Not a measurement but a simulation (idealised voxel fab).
The document below concerns the process module designated voxel ribs on slabs.
Displayed cross-section: cut, width of 220 nm, square cells sized 5 nm.
Heads up, the way a cross-section reads in here is a grid of square cells, handed over as bands from the top down, with every band being one or more rows of cells. What a band's entry tells you: where the top is and where the bottom is, as heights in nm, and after that what lies inside, material by material from left to right, each with its width in nm. Empty space is written as the word "empty", and a single material marked with the word "throughout" occupies the band from edge to edge. Height is counted from the level 0, under which the received wafer is composed throughout of one material. The lowest of the bands is not closed at the bottom but continues downward, in the notation "0..down". When a width is written as two numbers, as in "30..40", the first number is the width in the top row of cells of the band and the second is the width in its bottom row, and the width changes by the same amount from each row to the next. "nothing changed" means the step left every cell of the cross-section as it was. Enclosed voids (no open way to top), threshold 8 cells or more, entry "Internal closed voids", notation width x height at distance, distance from left edge, nm. It should be noted that, on the line of a given step, the content following the step's settings is a remark produced by the simulator itself with respect to that step. The "overlay nm" setting may appear on a step's line; for a step that uses a mask, it gives how far to the right of its planned position the mask lay, and a negative value indicates the left.
**Here's what the planned process steps look like**
| 1 | RECEIVE with material Si |
| 2 | DIRECTIONAL_DEP with material SiO2, thk nm 20 |
| 3 | DIRECTIONAL_DEP with material SiN, thk nm 15 |
| 4 | PATTERN with tone cover, mask id RIB, material resist, width nm 20, thk nm 15, overlay nm 0 |
| 5 | DIRECTIONAL_ETCH with etch materials SiN, depth nm 10 |
| 6 | STRIP with etch materials resist |
| 7 | PATTERN with tone cover, mask id SLAB, material resist, width nm 50, thk nm 20, overlay nm 0 |
| 8 | DIRECTIONAL_ETCH with etch materials SiN, depth nm 5 |
| 9 | STRIP with etch materials resist |
| 10 | FILL_DEP with material SiO2, thk nm 20 |
| 11 | CMP with height nm 45 |
| 12 | DIRECTIONAL_DEP with material W, thk nm 5 |
| 13 | PATTERN with tone cover, mask id HEATER, material resist, width nm 30, thk nm 20, overlay nm 0 |
| 14 | DIRECTIONAL_ETCH with etch materials W, depth nm 5 |
| 15 | STRIP with etch materials resist |
| 16 | CONFORMAL_DEP with material SiN, thk nm 10 |
For clarity, it should be stated that the wafers under discussion commence in an identical condition and differ with respect to the width nm of step 7, the plan indicating the value that the first wafer had.
**First wafer of several, as received: cross-section after step 1**
    0..down  Si throughout
    Internal closed voids: none
**Take a look at the first of several wafers in cross-section: the module is done, and step 16 was its last step**
    60..55  empty: 85 / SiN: 50 / empty: 85
    55..50  SiN throughout
    50..45  SiN: 95 / W: 30 / SiN: 95
    45..35  SiO2 throughout
    35..25  SiO2: 100 / SiN: 20 / SiO2: 100
    25..20  SiO2: 85 / SiN: 50 / SiO2: 85
    20..0  SiO2 throughout
    0..down  Si throughout
    Internal closed voids: none
**Here's the last wafer cross-sectioned at the end of the module**
    60..55  empty: 85 / SiN: 50 / empty: 85
    55..50  SiN throughout
    50..45  SiN: 95 / W: 30 / SiN: 95
    45..35  SiO2 throughout
    35..25  SiO2: 100 / SiN: 20 / SiO2: 100
    25..20  SiO2: 75 / SiN: 75 / SiO2: 70
    20..0  SiO2 throughout
    0..down  Si throughout
    Internal closed voids: none
**Per wafer, end of module: cells gained (+) or lost (-) per material since receipt, then closed voids**
width nm 50 | +110 SiN | +378 SiO2 | +6 W | Internal closed voids: none
width nm 55 | +111 SiN | +377 SiO2 | +6 W | Internal closed voids: none
width nm 60 | +112 SiN | +376 SiO2 | +6 W | Internal closed voids: none
width nm 65 | +113 SiN | +375 SiO2 | +6 W | Internal closed voids: none
width nm 70 | +114 SiN | +374 SiO2 | +6 W | Internal closed voids: none
width nm 75 | +115 SiN | +373 SiO2 | +6 W | Internal closed voids: none
